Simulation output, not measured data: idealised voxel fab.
The name of this process module is voxel double patterning.
Section shown: cut. Width: 175 nm. Cell size: 5 nm, square.
Cross-section spec: square-cell grid; bands listed top down; each band is one or more rows. Within each band entry, the heights of the top and of the bottom of the band appear first, in that order and in nm; the materials of the band then follow from left to right, each with its corresponding width in nm. The designation "throughout" on a single material indicates that it fills the band from edge to edge; the designation "empty" indicates empty space. Height datum 0, below which the as-received substrate wafer is one material. Lowest band open at the bottom, running downward: "z 0 and below". The two numbers in a width such as "30 to 40" mark its ends across the band: the first belongs to the top row of cells, the second to the bottom row, and from each row to the next the width moves by the same amount. The designation "all unchanged", where it is given for a processing step, indicates that no cell of the cross-section was altered in the course of that step. "Enclosed void entries" lists enclosed empty spaces (at least 8 cells, no open path upward to the top), each as width x height at distance from the left edge, in nm. That trailing text on a step's line, after the settings, is the simulator's own remark on the step. Steps that use a mask can have "overlay nm" on their line. It says how far the mask sat to the right of where it was meant to be. Negative means to the left.
These are the steps we planned for the process
1 RECEIVE | material Si
2 CONFORMAL_DEP | material SiN | thk nm 10
3 DIRECTIONAL_DEP | material SiO2 | thk nm 20
4 DIRECTIONAL_DEP | material SiCN | thk nm 10
5 MASKED_ETCH | tone open | mask id FIRST | width nm 15 | pitch nm 50 | etch materials SiCN | depth nm 10 | overlay nm 0
6 DIRECTIONAL_DEP | material aC | thk nm 15
7 PATTERN | tone open | mask id SECOND | material resist | width nm 15 | thk nm 35 | overlay nm 0
8 DIRECTIONAL_ETCH | etch materials aC | depth nm 15
9 STRIP | etch materials resist
10 DIRECTIONAL_ETCH | etch materials SiCN | depth nm 10
11 STRIP | etch materials aC
12 DIRECTIONAL_ETCH | etch materials SiO2 | depth nm 20
13 STRIP | etch materials SiCN
Wafer cross-section on receipt, i.e. after step 1
- z 0 and below | Si throughout
- Enclosed void entries: none
End-of-module cross-section. Starting structure and process plan as above; one mistake made in running it
- z 20 to 0 | SiO2 (55) | empty (15) | SiO2 (10) | empty (15) | SiO2 (10) | empty (15) | SiO2 (55)
- z 0 and below | Si throughout
- Enclosed void entries: none
Diagnosis: heads up, step 2 of the plan was skipped and never actually ran
